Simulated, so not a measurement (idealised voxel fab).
Module name: voxel local oxidation (process module)
The width of the displayed cross-section, cut, is 265 nm; its cells are square, with a size of 5 nm.
Reading order for cross-sections: top band down to bottom band. Underlying form: a grid of square cells. Band size: one or more rows of cells. Per band: top height and bottom height in nm, followed by the left-to-right materials and their widths in nm; "everywhere" marks a single material spanning edge to edge, "empty" marks empty space. Height reference: 0 = level under which incoming wafer is all one material. Lowest band: no bottom, runs on downward, e.g. "from 0 down". The width entry "30..40" should be interpreted row by row: the top row of cells in the band takes the first number, the bottom row takes the second number, and the change between adjacent rows is uniform throughout. Take "stayed the same" at face value: in the step it is given for, the cross-section changed in none of its cells. Enclosed voids (no open way to top), threshold 8 cells or more, entry "Fully closed voids", notation width x height at distance, distance from left edge, nm. Step line, after settings: the simulator's comment on this step. When a step includes a mask, the "overlay nm" setting on its line states how far to the right of its planned place that mask lay, and negative values state how far to the left.

## The following list gives the planned process steps
1: RECEIVE with material Si
2: CONFORMAL_DEP with material SiO2, thk nm 5
3: CONFORMAL_DEP with material SiN, thk nm 15
4: DIRECTIONAL_DEP with material aC, thk nm 15
5: PATTERN with tone cover, mask id ACTIVE, material resist, width nm 115, thk nm 35, overlay nm 0
6: DIRECTIONAL_ETCH with etch materials aC, depth nm 15
7: STRIP with etch materials resist
8: DIRECTIONAL_ETCH with etch materials SiN, depth nm 15
9: STRIP with etch materials aC
10: SELECTIVE_ETCH with etch materials SiO2, depth nm 5
11: OXIDIZE with depth nm 10
12: STRIP with etch materials SiN

## The first of the two wafers, which ran as planned

## Delivered wafer in cross-section: state after step 1
  from 0 down: Si everywhere
  Fully closed voids: none

## Wafer section view after processing step 2
  from 5 to 0: SiO2 everywhere
  Unchanged below 0.

## Wafer section view after processing step 3
  from 20 to 5: SiN everywhere
  Unchanged below 5.

## Wafer section view after processing step 4
  from 35 to 20: aC everywhere
  Unchanged below 20.

## Wafer section view after processing step 5
  from 70 to 35: empty 75, resist 115, empty 75
  Unchanged below 35.

## Wafer section view after processing step 6
  from 55 to 35: empty 75, resist 115, empty 75
  from 35 to 20: empty 75, aC 115, empty 75
  Unchanged below 20.

## Wafer section view after processing step 7
  from 35 to 20: empty 75, aC 115, empty 75
  Unchanged below 20.

## Wafer section view after processing step 8
  from 35 to 20: empty 75, aC 115, empty 75
  from 20 to 5: empty 75, SiN 115, empty 75
  Unchanged below 5.

## Wafer section view after processing step 9
  from 20 to 5: empty 75, SiN 115, empty 75
  Unchanged below 5.

## Wafer section view after processing step 10
  from 20 to 5: empty 75, SiN 115, empty 75
  from 5 to 0: empty 80, SiO2 105, empty 80
  Unchanged below 0.

## Wafer section view after processing step 11
  from 20 to 5: empty 75, SiN 115, empty 75
  from 5 to 0: empty 80, SiO2 105, empty 80
  from 0 to -10: SiO2 90, Si 85, SiO2 90
  Unchanged below -10.

## Wafer section view after processing step 12
  from 5 to 0: empty 80, SiO2 105, empty 80
  Unchanged below 0.

## second wafer: like start, like plan, one mistake. Through step 1 it matches the first wafer

Cross-section, second wafer, at the end time the plan gives for step 2: stayed the same

## Cross-section, second wafer, at the end time the plan gives for step 3
  from 15 to 0: SiN everywhere
  Unchanged below 0.

## Cross-section, second wafer, at the end time the plan gives for step 4
  from 30 to 15: aC everywhere
  Unchanged below 15.

## Cross-section, second wafer, at the end time the plan gives for step 5
  from 65 to 30: empty 75, resist 115, empty 75
  Unchanged below 30.

## Cross-section, second wafer, at the end time the plan gives for step 6
  from 50 to 30: empty 75, resist 115, empty 75
  from 30 to 15: empty 75, aC 115, empty 75
  Unchanged below 15.

## Cross-section, second wafer, at the end time the plan gives for step 7
  from 30 to 15: empty 75, aC 115, empty 75
  Unchanged below 15.

## Cross-section, second wafer, at the end time the plan gives for step 8
  from 30 to 15: empty 75, aC 115, empty 75
  from 15 to 0: empty 75, SiN 115, empty 75
  Unchanged below 0.

## Cross-section, second wafer, at the end time the plan gives for step 9
  from 15 to 0: empty 75, SiN 115, empty 75
  Unchanged below 0.

Cross-section, second wafer, at the end time the plan gives for step 10: stayed the same

## Cross-section, second wafer, at the end time the plan gives for step 11
  from 15 to 0: empty 75, SiN 115, empty 75
  from 0 to -10: SiO2 85, Si 95, SiO2 85
  Unchanged below -10.

## Cross-section, second wafer, at the end time the plan gives for step 12
  from 0 to -10: SiO2 85, Si 95, SiO2 85
  Unchanged below -10.
Error vs. plan: step 2 of the plan never got run, it was skipped over
Final cells, second wafer relative to first, materials higher or lower: +4 Si | -25 SiO2
